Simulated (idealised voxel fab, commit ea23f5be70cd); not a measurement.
This is a process module. Its name is voxel double patterning.
This is section cut - it's 220 nm across, gridded in 5 nm square cells.
We lay out every cross-section as a grid of square cells and spell it out in bands from the top down, where one band means one or more rows of cells.
Top, bottom (nm), then materials left to right with widths (nm); lone material tagged "throughout" fills the whole band edge to edge; "air" = empty space.
Where do heights start? At 0: under that level the wafer as delivered is made of one material only. And the lowest band has no floor; it just carries on downward, as in "0 nm and below".
The width entry "30 to 40" should be interpreted row by row: the top row of cells in the band takes the first number, the bottom row takes the second number, and the change between adjacent rows is uniform throughout.
You'll sometimes find "no alterations made" written for a step, and that's the way of saying that nowhere in the cross-section did a cell change during that step.
The entry titled "Cavities, closed" provides the empty spaces that have no open way to the top, restricted to those of 8 cells or more. Each is presented as width x height at distance, the distance being measured from the left edge, with all three in nm.
What comes after the settings on a step's line is commentary from the simulator itself on that step.
On any step carrying a mask, the "overlay nm" setting, if present on the step's line, tells how far right of its planned place the mask lay; negative values point to the left.

These are the steps we planned for the process:
step 1: RECEIVE: material Si
step 2: CONFORMAL_DEP: material SiO2, thk nm 10
step 3: DIRECTIONAL_DEP: material TiN, thk nm 20
step 4: DIRECTIONAL_DEP: material SiCN, thk nm 5
step 5: MASKED_ETCH: tone open, mask id FIRST, width nm 15, pitch nm 50, etch materials SiCN, depth nm 5, overlay nm 0
step 6: DIRECTIONAL_DEP: material aC, thk nm 15
step 7: PATTERN: tone open, mask id SECOND, material resist, width nm 15, pitch nm 50, thk nm 35, overlay nm 0
step 8: DIRECTIONAL_ETCH: etch materials aC, depth nm 15
step 9: STRIP: etch materials resist
step 10: DIRECTIONAL_ETCH: etch materials SiCN, depth nm 5
step 11: STRIP: etch materials aC
step 12: DIRECTIONAL_ETCH: etch materials TiN, depth nm 20
step 13: STRIP: etch materials SiCN

Cross-section, incoming material, after step 1:
* 0 nm and below  Si throughout
* Cavities, closed: none

Looking at the first of two wafers in cross-section at end of module - ran to plan:
* 30 nm to 10 nm  50 of TiN, then 15 of air, then 10 of TiN, then 15 of air, then 10 of TiN, then 15 of air, then 10 of TiN, then 15 of air, then 10 of TiN, then 15 of air, then 55 of TiN
* 10 nm to 0 nm  SiO2 throughout
* 0 nm and below  Si throughout
* Cavities, closed: none

Second wafer cross-section at end of module - shared start and plan with the first, one mistake in the run:
* 50 nm to 30 nm  50 of TiN, then 15 of air, then 10 of TiN, then 15 of air, then 10 of TiN, then 15 of air, then 10 of TiN, then 15 of air, then 10 of TiN, then 15 of air, then 55 of TiN
* 30 nm to 10 nm  TiN throughout
* 10 nm to 0 nm  SiO2 throughout
* 0 nm and below  Si throughout
* Cavities, closed: none
What broke from the plan during processing? step 3 in the plan was executed twice
The second wafer ends with more or fewer cells of some materials than the first, per final count: 176 more of TiN
